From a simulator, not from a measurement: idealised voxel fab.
process module | voxel self aligned vias
cross-section cut | 300 nm wide | cells 5 nm
A cross-section is a grid of square cells, given in bands from the top down. A band is one or more rows of cells.
Each band's line starts with the height of the band's top and of its bottom, in nm. Then come its materials from left to right, each with its width in nm. One material with "throughout" fills the band from edge to edge. "air" is empty space.
Height 0 is the level under which the wafer as received is all one material. The lowest band goes on downwards, as in "0 down".
A width such as "30 to 40" changes by the same amount from each row of cells to the next, from the band's top row to its bottom row.
"no change" after a step means that no cell of the cross-section changed.
closed voids: empty space of 8 cells or more with no open way to the top, each as width x height at its distance from the left edge, in nm
after a step's settings: what the simulator itself notes on the step
overlay nm, on a step with a mask: how far to the right of its planned place the mask lay; to the left if negative
plan
1 op RECEIVE | material Si
2 op CONFORMAL_DEP | material SiO2 | thk nm 15
3 op CONFORMAL_DEP | material SiCN | thk nm 5
4 op DIRECTIONAL_DEP | material lowk | thk nm 30
5 op MASKED_ETCH | tone open | mask id LINES | width nm 20 | pitch nm 65 | etch materials lowk | depth nm 30 | overlay nm 0
6 op CONFORMAL_DEP | material TiN | thk nm 5
7 op FILL_DEP | material W | thk nm 10
8 op CMP | height nm 50
9 op SELECTIVE_ETCH | etch materials W Ru TiN | depth nm 5
10 op FILL_DEP | material SiN | thk nm 10
11 op CMP | height nm 50
12 op DIRECTIONAL_DEP | material lowk | thk nm 15
13 op PATTERN | tone open | mask id VIAS | material resist | width nm 40 | pitch nm 65 | thk nm 15 | overlay nm 0
14 op DIRECTIONAL_ETCH | etch materials lowk | depth nm 15
15 op DIRECTIONAL_ETCH | etch materials SiN | depth nm 5
16 op STRIP | etch materials resist
17 op CONFORMAL_DEP | material TiN | thk nm 5
18 op FILL_DEP | material Cu | thk nm 10
19 op CMP | height nm 65
20 op CONFORMAL_DEP | material SiN | thk nm 5
as received, after step 1
  0 down: Si throughout
  closed voids: none
first wafer at the end, as planned
  70 to 65: SiN throughout
  65 to 55: lowk 65 | TiN 5 | Cu 30 | TiN 5 | lowk 25 | TiN 5 | Cu 30 | TiN 5 | lowk 25 | TiN 5 | Cu 30 | TiN 5 | lowk 65
  55 to 50: lowk 65 | TiN 15 | Cu 10 | TiN 15 | lowk 25 | TiN 15 | Cu 10 | TiN 15 | lowk 25 | TiN 15 | Cu 10 | TiN 15 | lowk 65
  50 to 45: lowk 75 | TiN 20 | lowk 45 | TiN 20 | lowk 45 | TiN 20 | lowk 75
  45 to 25: lowk 75 | TiN 5 | W 10 | TiN 5 | lowk 45 | TiN 5 | W 10 | TiN 5 | lowk 45 | TiN 5 | W 10 | TiN 5 | lowk 75
  25 to 20: lowk 75 | TiN 20 | lowk 45 | TiN 20 | lowk 45 | TiN 20 | lowk 75
  20 to 15: SiCN throughout
  15 to 0: SiO2 throughout
  0 down: Si throughout
  closed voids: none
second wafer at the end: like start, like plan, one mistake
  70 to 65: SiN throughout
  65 to 55: lowk 65 | TiN 5 | Cu 30 | TiN 5 | lowk 25 | TiN 5 | Cu 30 | TiN 5 | lowk 25 | TiN 5 | Cu 30 | TiN 5 | lowk 65
  55 to 50: lowk 65 | TiN 15 | Cu 10 | TiN 15 | lowk 25 | TiN 15 | Cu 10 | TiN 15 | lowk 25 | TiN 15 | Cu 10 | TiN 15 | lowk 65
  50 to 45: lowk 75 | TiN 20 | lowk 45 | TiN 20 | lowk 45 | TiN 20 | lowk 75
  45 to 25: lowk 75 | TiN 5 | Ru 10 | TiN 5 | lowk 45 | TiN 5 | Ru 10 | TiN 5 | lowk 45 | TiN 5 | Ru 10 | TiN 5 | lowk 75
  25 to 20: lowk 75 | TiN 20 | lowk 45 | TiN 20 | lowk 45 | TiN 20 | lowk 75
  20 to 15: SiCN throughout
  15 to 0: SiO2 throughout
  0 down: Si throughout
  closed voids: none
what went wrong: step 7 ran as: op FILL_DEP | material Ru | thk nm 10
at the end the second wafer has, in cells: 24 more of Ru | 24 fewer of W
